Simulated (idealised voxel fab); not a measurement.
Process module heading - voxel self aligned contacts
Cross-section cut spans 300 nm and uses square cells 5 nm in size.
Cross-section = grid of square cells, listed top down in bands; band = one or more rows. Heads up on the band format: heights come first, top then bottom, in nm. After that it's the materials left to right, each with its width in nm. A single material flagged "everywhere" fills the whole band edge to edge, and "empty" means there's empty space there. Convention: height 0 is the level below which the wafer, as received, is all one material. The lowest band does not terminate at the bottom but continues downward, represented as "0 -> down". The width entry "30->40" should be interpreted row by row: the top row of cells in the band takes the first number, the bottom row takes the second number, and the change between adjacent rows is uniform throughout. The designation "no alterations made", where it is given for a processing step, indicates that no cell of the cross-section was altered in the course of that step. The entry "Closed cavity list" lists the empty spaces that cover at least 8 cells and have no open path to the top. Each is written as width x height at distance, where the distance is measured from the left edge and all three values are in nm. The remark found on a step's line after its settings is issued by the simulator itself and pertains to that step. A step line may carry the setting "overlay nm", which, for steps involving a mask, states the distance by which the mask lay to the right of its intended position; negative values denote displacement to the left.
## List of planned process steps
1 RECEIVE: material Si
2 OXIDIZE: depth nm 5
3 DIRECTIONAL_DEP: material polySi, thk nm 20
4 DIRECTIONAL_DEP: material SiN, thk nm 15
5 PATTERN: tone cover, mask id GATE, material resist, width nm 35, pitch nm 60, thk nm 20, overlay nm 0
6 DIRECTIONAL_ETCH: etch materials SiN, depth nm 15
7 DIRECTIONAL_ETCH: etch materials polySi, depth nm 20
8 STRIP: etch materials resist
9 CONFORMAL_DEP: material SiN, thk nm 5
10 DIRECTIONAL_ETCH: etch materials SiN, depth nm 5
11 FILL_DEP: material SiO2, thk nm 15
12 CMP: height nm 45
13 PATTERN: tone open, mask id CONTACT, material resist, width nm 25, thk nm 15, overlay nm 0
14 DIRECTIONAL_ETCH: etch materials SiO2, depth nm 50
15 STRIP: etch materials resist
16 CONFORMAL_DEP: material TiN, thk nm 5
17 FILL_DEP: material Ru, thk nm 10
18 CMP: height nm 45
19 CONFORMAL_DEP: material SiN, thk nm 5
For clarity, it should be stated that the wafers under discussion commence in an identical condition and differ with respect to the width nm of step 13, the plan indicating the value that the first wafer had.
## Sectional view: first of several wafers, as received, after step 1
  0 -> down  Si everywhere
  Closed cavity list: none
## The cross-section of the first of several wafers is given below for the end of the module, after its final step, step 19
  50 -> 45  SiN everywhere
  45 -> 35  SiO2 135 nm, then TiN 5->10 nm, then Ru 15->5 nm, then TiN 5->10 nm, then SiO2 140 nm
  35 -> 20  SiO2 95 nm, then SiN 45 nm, then TiN 5 nm, then Ru 5 nm, then TiN 5 nm, then SiN 45 nm, then SiO2 100 nm
  20 -> 0  SiO2 95 nm, then SiN 5 nm, then polySi 35 nm, then SiN 5 nm, then TiN 5 nm, then Ru 5 nm, then TiN 5 nm, then SiN 5 nm, then polySi 35 nm, then SiN 5 nm, then SiO2 100 nm
  0 -> -5  SiO2 140 nm, then TiN 15 nm, then SiO2 145 nm
  -5 -> down  Si everywhere
  Closed cavity list: none
## Wafer cross-section (last wafer, module end)
  50 -> 45  SiN everywhere
  45 -> 35  SiO2 125 nm, then TiN 5->20 nm, then Ru 40->5 nm, then TiN 5->25 nm, then SiO2 125 nm
  35 -> 20  SiO2 95 nm, then SiN 45 nm, then TiN 5 nm, then Ru 5 nm, then TiN 5 nm, then SiN 45 nm, then SiO2 100 nm
  20 -> 0  SiO2 95 nm, then SiN 5 nm, then polySi 35 nm, then SiN 5 nm, then TiN 5 nm, then Ru 5 nm, then TiN 5 nm, then SiN 5 nm, then polySi 35 nm, then SiN 5 nm, then SiO2 100 nm
  0 -> -5  SiO2 140 nm, then TiN 15 nm, then SiO2 145 nm
  -5 -> down  Si everywhere
  Closed cavity list: none
## Here is how to read the rows: every wafer has a row, and it shows the wafer at the end of the module, giving for each material how many cells were gained (+) or lost (-) since the wafer was received, then listing its closed voids
width nm 25 | +11 Ru | -60 Si | +130 SiN | +440 SiO2 | +23 TiN | +56 polySi | Closed cavity list: none
width nm 30 | +12 Ru | -60 Si | +130 SiN | +438 SiO2 | +24 TiN | +56 polySi | Closed cavity list: none
width nm 35 | +13 Ru | -60 Si | +130 SiN | +436 SiO2 | +25 TiN | +56 polySi | Closed cavity list: none
width nm 40 | +14 Ru | -60 Si | +130 SiN | +434 SiO2 | +26 TiN | +56 polySi | Closed cavity list: none
width nm 45 | +15 Ru | -60 Si | +130 SiN | +432 SiO2 | +27 TiN | +56 polySi | Closed cavity list: none
width nm 50 | +16 Ru | -60 Si | +130 SiN | +430 SiO2 | +28 TiN | +56 polySi | Closed cavity list: none
